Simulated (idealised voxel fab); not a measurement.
Process module, titled voxel released beams
Each square cell in cross-section cut measures 5 nm, and the section as a whole is 220 nm wide.
Each cross-section below is a grid of square cells, stated as bands in top-down order, with one or more rows of cells making up each band. Basically the band line says how high the top is and how high the bottom is, in nm, and then what's in it from left to right, every material with its width in nm. Empty space shows up as "air", and if a single material carries "everywhere" it runs the full band edge to edge. Heights from 0 (as-received wafer is one material below). Bottom band endless downward, as "0 nm and below". A width given as "30 to 40" starts at the first number in the band's top row and ends at the second number in its bottom row, shifting by an equal amount at every step from row to row. "everything unchanged" after a step means that no cell of the cross-section changed. "Enclosed void listing": empty spaces of 8 cells or more with no open way to the top, each given as width x height at distance, distance from the left edge, all in nm. after a step's settings: what the simulator itself notes on the step. The "overlay nm" setting may appear on a step's line; for a step that uses a mask, it gives how far to the right of its planned position the mask lay, and a negative value indicates the left.

INTENDED PROCESS STEPS
| 1 | RECEIVE | material Si |
| 2 | CONFORMAL_DEP | material SiN | thk nm 5 |
| 3 | DIRECTIONAL_DEP | material SiO2 | thk nm 10 |
| 4 | MASKED_ETCH | tone open | mask id ANCHOR | width nm 25 | etch materials SiO2 | depth nm 10 | overlay nm 0 |
| 5 | CONFORMAL_DEP | material polySi | thk nm 10 |
| 6 | MASKED_ETCH | tone cover | mask id BEAM | width nm 95 | etch materials polySi | depth nm 10 | overlay nm 0 |
| 7 | STRIP | etch materials SiO2 |

INCOMING WAFER, CROSS-SECTIONAL VIEW, POST STEP 1
    0 nm and below | Si everywhere
    Enclosed void listing: none

CROSS-SECTIONAL IMAGE OF THE FIRST OF TWO WAFERS AT THE END OF THE MODULE, THE RUN HAVING PROCEEDED AS PLANNED
    25 nm to 15 nm | 60 air, 15 polySi, 5 air, 75 polySi, 65 air
    15 nm to 5 nm | 65 air, 25 polySi, 130 air
    5 nm to 0 nm | SiN everywhere
    0 nm and below | Si everywhere
    Enclosed void listing: none

MODULE END: CROSS-SECTION OF WAFER TWO OF TWO. SAME START AND PROCESS PLAN AS THE FIRST WAFER. ONE MISTAKE DURING EXECUTION
    25 nm to 15 nm | 60 air, 95 polySi, 65 air
    15 nm to 5 nm | 70 air, 15 polySi, 135 air
    5 nm to 0 nm | SiN everywhere
    0 nm and below | Si everywhere
    Enclosed void listing: none
Want to know what went wrong? for step 4, the planned setting was not used; the step was instead run as MASKED_ETCH | tone open | mask id ANCHOR | width nm 15 | etch materials SiO2 | depth nm 10 | overlay nm 0
In the final state, the cell counts of the second wafer exceed or fall short of those of the first for the following materials: polySi -2
